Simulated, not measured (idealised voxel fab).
Documented hereafter: the process module known as voxel capacitor over wiring.
Each square cell in cross-section cut measures 5 nm, and the section as a whole is 240 nm wide.
When this document writes out a cross-section, it uses a grid of square cells and lists it as bands, beginning at the top and moving down, with a band standing for one or more rows of cells. Top, bottom (nm), then materials left to right with widths (nm); lone material tagged "throughout" fills the whole band edge to edge; "empty" = empty space. Basically, 0 is our baseline, since under it the wafer straight out of the box is all one material. The bottom band has no lower end and keeps on going down, so it looks like "0 nm and below". You'd read "30 to 40" like this: the band's top row of cells is as wide as the first number, its bottom row is as wide as the second, and going down, every row changes width by the same amount as the row before did. A step reported as "all unchanged" is a step in which no cell of the cross-section changed. Entry "Cavities, closed". Content: empty spaces with no open connection to the top, size 8 cells or greater. Each: width x height at distance. Distance: from left edge. Unit: nm. What comes after the settings on a step's line is commentary from the simulator itself on that step. "overlay nm" on a masked step: distance the mask lay right of its planned place, negative for left.

# So here's the lineup of process steps we planned
1,RECEIVE: material Si
2,CONFORMAL_DEP: material SiO2, thk nm 10
3,CONFORMAL_DEP: material SiN, thk nm 5
4,DIRECTIONAL_DEP: material SiO2, thk nm 15
5,PATTERN: tone open, mask id METAL_1, material resist, width nm 30, pitch nm 80, thk nm 15, overlay nm 0
6,DIRECTIONAL_ETCH: etch materials SiO2, depth nm 15
7,DIRECTIONAL_ETCH: etch materials SiN, depth nm 5
8,STRIP: etch materials resist
9,CONFORMAL_DEP: material TiN, thk nm 5
10,FILL_DEP: material Cu, thk nm 5
11,CMP: height nm 30
12,EPI: material Ru, thk nm 5
13,FILL_DEP: material SiCN, thk nm 5
14,DIRECTIONAL_DEP: material SiO2, thk nm 15
15,DIRECTIONAL_DEP: material aC, thk nm 15
16,PATTERN: tone open, mask id PLUG_1, material resist, width nm 15, thk nm 30, overlay nm 0
17,DIRECTIONAL_ETCH: etch materials aC, depth nm 15
18,STRIP: etch materials resist
19,DIRECTIONAL_ETCH: etch materials SiO2, depth nm 15
20,DIRECTIONAL_ETCH: etch materials SiCN, depth nm 5
21,STRIP: etch materials aC
22,CONFORMAL_DEP: material TiN, thk nm 5
23,FILL_DEP: material W, thk nm 10
24,CMP: height nm 55
25,DIRECTIONAL_DEP: material TiN, thk nm 10
26,DIRECTIONAL_DEP: material Al2O3, thk nm 5
27,DIRECTIONAL_DEP: material TiN, thk nm 5
28,MASKED_ETCH: tone cover, mask id UPPER_PLATE, width nm 55, etch materials TiN, depth nm 5, overlay nm 0
29,MASKED_ETCH: tone cover, mask id UPPER_PLATE, width nm 55, etch materials Al2O3, depth nm 5, overlay nm 0
30,MASKED_ETCH: tone cover, mask id LOWER_PLATE, width nm 65, etch materials TiN, depth nm 10, overlay nm 0
31,FILL_DEP: material SiO2, thk nm 20
32,CMP: height nm 90
33,DIRECTIONAL_DEP: material aC, thk nm 15
34,PATTERN: tone open, mask id PLUG_2, material resist, width nm 15, thk nm 35, overlay nm 0
35,DIRECTIONAL_ETCH: etch materials aC, depth nm 15
36,STRIP: etch materials resist
37,DIRECTIONAL_ETCH: etch materials SiO2, depth nm 15
38,STRIP: etch materials aC
39,CONFORMAL_DEP: material TiN, thk nm 5
40,FILL_DEP: material Ru, thk nm 5
41,CMP: height nm 90
42,CONFORMAL_DEP: material SiN, thk nm 5

# Cross-section: wafer on arrival = after step 1
* 0 nm and below = Si throughout
* Cavities, closed: none

# first wafer at the end, as planned
* 95 nm to 90 nm = SiN throughout
* 90 nm to 80 nm = SiO2 90 nm, TiN 5 nm, Ru 5 nm, TiN 5 nm, SiO2 135 nm
* 80 nm to 70 nm = SiO2 90 to 80 nm, TiN 15 to 55 nm, SiO2 135 to 105 nm
* 70 nm to 65 nm = SiO2 80 nm, Al2O3 55 nm, SiO2 105 nm
* 65 nm to 55 nm = SiO2 75 nm, TiN 65 nm, SiO2 100 nm
* 55 nm to 40 nm = SiO2 80 nm, TiN 5 nm, W 5 nm, TiN 5 nm, SiO2 145 nm
* 40 nm to 35 nm = SiCN 80 nm, TiN 15 nm, SiCN 145 nm
* 35 nm to 30 nm = SiCN 60 nm, Ru 40 nm, SiCN 40 nm, Ru 40 nm, SiCN 60 nm
* 30 nm to 15 nm = SiO2 65 nm, TiN 5 nm, Cu 20 nm, TiN 5 nm, SiO2 50 nm, TiN 5 nm, Cu 20 nm, TiN 5 nm, SiO2 65 nm
* 15 nm to 10 nm = SiN 65 nm, TiN 30 nm, SiN 50 nm, TiN 30 nm, SiN 65 nm
* 10 nm to 0 nm = SiO2 throughout
* 0 nm and below = Si throughout
* Cavities, closed: none

# Cross-sectional image of the second wafer of the two following completion of the module. Starting state and process plan were the same as for the first wafer; one execution error occurred
* 95 nm to 90 nm = SiN throughout
* 90 nm to 80 nm = Ru 85 nm, TiN 5 nm, SiO2 15 nm, TiN 5 nm, Ru 130 nm
* 80 nm to 75 nm = TiN 90 nm, SiO2 15 nm, TiN 135 nm
* 75 nm to 70 nm = SiO2 80 nm, TiN 55 nm, SiO2 105 nm
* 70 nm to 65 nm = SiO2 80 nm, Al2O3 55 nm, SiO2 105 nm
* 65 nm to 55 nm = SiO2 75 nm, TiN 65 nm, SiO2 100 nm
* 55 nm to 40 nm = SiO2 80 nm, TiN 5 nm, W 5 nm, TiN 5 nm, SiO2 145 nm
* 40 nm to 35 nm = SiCN 80 nm, TiN 15 nm, SiCN 145 nm
* 35 nm to 30 nm = SiCN 60 nm, Ru 40 nm, SiCN 40 nm, Ru 40 nm, SiCN 60 nm
* 30 nm to 15 nm = SiO2 65 nm, TiN 5 nm, Cu 20 nm, TiN 5 nm, SiO2 50 nm, TiN 5 nm, Cu 20 nm, TiN 5 nm, SiO2 65 nm
* 15 nm to 10 nm = SiN 65 nm, TiN 30 nm, SiN 50 nm, TiN 30 nm, SiN 65 nm
* 10 nm to 0 nm = SiO2 throughout
* 0 nm and below = Si throughout
* Cavities, closed: none
what went wrong: note that step 34 departed from the planned setting and was carried out as PATTERN: tone cover, mask id PLUG_2, material resist, width nm 15, thk nm 35, overlay nm 0
Materials where the second wafer ends with more or fewer cells than the first: Ru +84; SiO2 -126; TiN +42
